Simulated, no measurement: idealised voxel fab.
Process module, titled voxel transistor to metal
Each square cell in cross-section cut measures 5 nm, and the section as a whole is 210 nm wide.
Bands, listed from the top down, are how a cross-section gets written in this document; the cross-section itself is a grid of square cells, and a band is one or more rows of them.
Read a band's entry like this: the first values are the height of its top and the height of its bottom in nm, and what follows is the sequence of materials from left to right, each with its width in nm. Note that "blank" is empty space, and that a single material marked "full width" reaches across the band from edge to edge.
Note: height 0 marks the level under which the wafer is uniformly one material as received. Lowest band unbounded below, written "0 -> down".
A width given as "30->40" starts at the first number in the band's top row and ends at the second number in its bottom row, shifting by an equal amount at every step from row to row.
The designation "nothing altered", where it is given for a processing step, indicates that no cell of the cross-section was altered in the course of that step.
So "Fully closed voids" is basically the list of trapped voids: any empty space of 8 cells or more that can't reach the top through an opening. They're written width x height at distance, the distance being from the left edge, and it's all nm.
after a step's settings: what the simulator itself notes on the step
Each step line may optionally specify "overlay nm", which for a step with a mask gives the rightward distance between the mask's planned place and where it lay, a negative value indicating the leftward direction.
# Steps in the process plan
| 1 | RECEIVE (material Si) |
| 2 | OXIDIZE (depth nm 5) |
| 3 | CONFORMAL_DEP (material SiN; thk nm 15) |
| 4 | PATTERN (tone cover; mask id ACTIVE; material resist; width nm 115; thk nm 15; overlay nm 0) |
| 5 | DIRECTIONAL_ETCH (etch materials SiN; depth nm 15) |
| 6 | DIRECTIONAL_ETCH (etch materials SiO2; depth nm 5) |
| 7 | DIRECTIONAL_ETCH (etch materials Si; depth nm 30) |
| 8 | STRIP (etch materials resist) |
| 9 | OXIDIZE (depth nm 5) |
| 10 | FILL_DEP (material SiO2; thk nm 10) |
| 11 | CMP (height nm 15) |
| 12 | SELECTIVE_ETCH (etch materials SiO2; depth nm 10) |
| 13 | STRIP (etch materials SiN) |
| 14 | SELECTIVE_ETCH (etch materials SiO2; depth nm 5) |
| 15 | OXIDIZE (depth nm 5) |
| 16 | DIRECTIONAL_DEP (material polySi; thk nm 20) |
| 17 | DIRECTIONAL_DEP (material SiCN; thk nm 15) |
| 18 | DIRECTIONAL_DEP (material aC; thk nm 10) |
| 19 | PATTERN (tone cover; mask id GATE; material resist; width nm 25; thk nm 25; overlay nm 0) |
| 20 | DIRECTIONAL_ETCH (etch materials aC; depth nm 10) |
| 21 | STRIP (etch materials resist) |
| 22 | DIRECTIONAL_ETCH (etch materials SiCN; depth nm 25) |
| 23 | DIRECTIONAL_ETCH (etch materials polySi; depth nm 30) |
| 24 | STRIP (etch materials aC) |
| 25 | CONFORMAL_DEP (material SiO2; thk nm 5) |
| 26 | DIRECTIONAL_ETCH (etch materials SiO2; depth nm 5) |
| 27 | CONFORMAL_DEP (material SiN; thk nm 5) |
| 28 | DIRECTIONAL_ETCH (etch materials SiN; depth nm 5) |
| 29 | DIRECTIONAL_ETCH (etch materials SiO2; depth nm 5) |
| 30 | DIRECTIONAL_ETCH (etch materials Si; depth nm 5) |
| 31 | EPI (material SiGe; thk nm 10) |
| 32 | FILL_DEP (material SiO2; thk nm 5) |
| 33 | CMP (height nm 30) |
| 34 | DIRECTIONAL_DEP (material SiO2; thk nm 10) |
| 35 | DIRECTIONAL_DEP (material aC; thk nm 10) |
| 36 | PATTERN (tone open; mask id CONTACT; material resist; width nm 35; pitch nm 70; thk nm 30; overlay nm 0) |
| 37 | DIRECTIONAL_ETCH (etch materials aC; depth nm 10) |
| 38 | STRIP (etch materials resist) |
| 39 | DIRECTIONAL_ETCH (etch materials SiO2; depth nm 45) |
| 40 | STRIP (etch materials aC) |
| 41 | CONFORMAL_DEP (material TiN; thk nm 5) |
| 42 | FILL_DEP (material Ru; thk nm 5) |
| 43 | CMP (height nm 40) |
| 44 | DIRECTIONAL_DEP (material TiN; thk nm 5) |
| 45 | DIRECTIONAL_DEP (material W; thk nm 15) |
| 46 | MASKED_ETCH (tone cover; mask id METAL_1; width nm 20; pitch nm 85; etch materials W; depth nm 15; overlay nm 0) |
| 47 | MASKED_ETCH (tone cover; mask id METAL_1; width nm 20; pitch nm 85; etch materials TiN; depth nm 5; overlay nm 0) |
| 48 | CONFORMAL_DEP (material SiN; thk nm 5) |
| 49 | FILL_DEP (material SiO2; thk nm 10) |
| 50 | CMP (height nm 60) |
| 51 | CONFORMAL_DEP (material SiCN; thk nm 5) |
| 52 | DIRECTIONAL_DEP (material SiO2; thk nm 25) |
| 53 | PATTERN (tone open; mask id METAL_2; material resist; width nm 20; pitch nm 85; thk nm 20; overlay nm 0) |
| 54 | DIRECTIONAL_ETCH (etch materials SiO2; depth nm 15) |
| 55 | STRIP (etch materials resist) |
| 56 | PATTERN (tone open; mask id METAL_2_HOLES; material resist; width nm 15; pitch nm 85; thk nm 20; overlay nm 0) |
| 57 | DIRECTIONAL_ETCH (etch materials SiO2; depth nm 10) |
| 58 | DIRECTIONAL_ETCH (etch materials SiCN; depth nm 5) |
| 59 | STRIP (etch materials resist) |
| 60 | CONFORMAL_DEP (material TiN; thk nm 5) |
| 61 | FILL_DEP (material Cu; thk nm 5) |
| 62 | CMP (height nm 90) |
| 63 | CONFORMAL_DEP (material SiN; thk nm 5) |
# Incoming wafer in cross-section (state: after step 1)
0 -> down: Si full width
Fully closed voids: none
# This is how the wafer looks in cross-section once the module is done, given the starting state and plan above and one mistake in carrying the plan out
95 -> 90: SiN full width
90 -> 80: SiO2=50  TiN=5  Cu=10  TiN=5  SiO2=65  TiN=5  Cu=10  TiN=5  SiO2=55
80 -> 75: SiO2=50  TiN=5  Cu=5  TiN=10  SiO2=65  TiN=5  Cu=5  TiN=10  SiO2=55
75 -> 65: SiO2=50  TiN=5  Cu=5  TiN=5  SiO2=70  TiN=5  Cu=5  TiN=5  SiO2=60
65 -> 60: SiCN=50  TiN=15  SiCN=70  TiN=15  SiCN=60
60 -> 45: SiO2=45  SiN=5  W=20  SiN=5  SiO2=55  SiN=5  W=20  SiN=5  SiO2=50
45 -> 40: SiN=50  TiN=20  SiN=65  TiN=20  SiN=55
40 -> 30: SiO2=50  TiN=5  Ru=25->20  TiN=5->10  SiO2=35  TiN=5->10  Ru=25->20  TiN=5  SiO2=55
30 -> 15: SiO2=50  TiN=5  Ru=20  TiN=5  SiN=5  SiO2=5  SiCN=25  SiO2=5  SiN=5  TiN=5  Ru=20  TiN=5  SiO2=55
15 -> 5: SiO2=50  TiN=5  Ru=20  TiN=5  SiN=5  SiO2=5  polySi=25  SiO2=5  SiN=5  TiN=5  Ru=20  TiN=5  SiO2=55
5 -> 0: SiO2=50  TiN=5  Ru=10  TiN=15  SiN=5  SiO2=5  polySi=25  SiO2=5  SiN=5  TiN=15  Ru=10  TiN=5  SiO2=55
0 -> -5: SiO2=35  SiN=5  SiO2=10  TiN=20  SiGe=10  SiN=5  SiO2=5  polySi=25  SiO2=5  SiN=5  SiGe=10  TiN=20  SiO2=10  SiN=5  SiO2=40
-5 -> -10: SiO2=35  SiN=10  SiO2=5  SiGe=30  SiO2=45  SiGe=30  SiO2=5  SiN=10  SiO2=40
-10 -> -15: SiO2=35  SiN=10  SiO2=10  SiGe=25  Si=45  SiGe=25  SiO2=10  SiN=10  SiO2=40
-15 -> -20: SiO2=55  Si=95  SiO2=60
-20 -> -40: SiO2=50  Si=105  SiO2=55
-40 -> down: Si full width
Fully closed voids: none
In executing the process, a mistake was made relative to the plan: plan vs actual: 12 and 13 interchanged
